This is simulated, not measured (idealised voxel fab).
Process module name: voxel ribs on slabs
FYI the section here is cut, 165 nm wide, cells are 5 nm squares.
The cross-sections in this document take the form of a grid made of square cells. They are written out as bands, in order from top to bottom. Each band consists of one or more rows of cells. This entry defines a band. It first specifies the height of the band's top and the height of its bottom in nm, and then specifies the band's materials from left to right, stating each material with its width in nm. The word "everywhere" identifies a single material that fills the band from edge to edge, while the word "air" identifies empty space. Convention: height 0 is the level below which the wafer, as received, is all one material. The lowest band does not terminate at the bottom but continues downward, represented as "0 and below". You'd read "30->40" like this: the band's top row of cells is as wide as the first number, its bottom row is as wide as the second, and going down, every row changes width by the same amount as the row before did. "nothing different", as given for a step, is the statement that not any cell of the cross-section underwent a change during that step. "Trapped void list" contains a list of empty spaces, each no smaller than 8 cells and without an open way to the top, written in the form width x height at distance with the distance from the left edge and all three in nm. Note: text after step settings on the step line = simulator remark on that step. Regarding "overlay nm": on a step with a mask, it is the distance the mask lay to the right of its planned place; a negative value places it to the left.
Process steps (planned):
1. RECEIVE,material Si
2. DIRECTIONAL_DEP,material SiO2,thk nm 30
3. DIRECTIONAL_DEP,material SiN,thk nm 25
4. MASKED_ETCH,tone cover,mask id RIB,width nm 25,etch materials SiN,depth nm 15,overlay nm -15
5. DIRECTIONAL_DEP,material aC,thk nm 15
6. PATTERN,tone cover,mask id SLAB,material resist,width nm 55,thk nm 30,overlay nm 0
7. DIRECTIONAL_ETCH,etch materials aC,depth nm 15
8. STRIP,etch materials resist
9. DIRECTIONAL_ETCH,etch materials SiN,depth nm 10
10. STRIP,etch materials aC
11. FILL_DEP,material SiO2,thk nm 15
12. CMP,height nm 65
13. DIRECTIONAL_DEP,material W,thk nm 5
14. PATTERN,tone cover,mask id HEATER,material resist,width nm 35,thk nm 20,overlay nm 0
15. DIRECTIONAL_ETCH,etch materials W,depth nm 5
16. STRIP,etch materials resist
17. CONFORMAL_DEP,material SiO2,thk nm 5
The plan's step 4 overlay nm is the first wafer's value; the wafers differ in this setting and start identical.
After step 1, as received: first of several wafers, cross-section:
    0 and below: Si everywhere
    Trapped void list: none
Below, a row for every wafer. Read it as the end-of-module picture: for each material the wafer shows its cells gained (+) or lost (-) since it was received, and then its closed voids:
overlay nm -15; +37 SiN; +427 SiO2; +7 W; Trapped void list: none
overlay nm -10; +37 SiN; +427 SiO2; +7 W; Trapped void list: none
overlay nm -5; +37 SiN; +427 SiO2; +7 W; Trapped void list: none
overlay nm 0; +37 SiN; +427 SiO2; +7 W; Trapped void list: none
overlay nm 5; +37 SiN; +427 SiO2; +7 W; Trapped void list: none
overlay nm 10; +37 SiN; +427 SiO2; +7 W; Trapped void list: none
overlay nm 15; +37 SiN; +427 SiO2; +7 W; Trapped void list: none
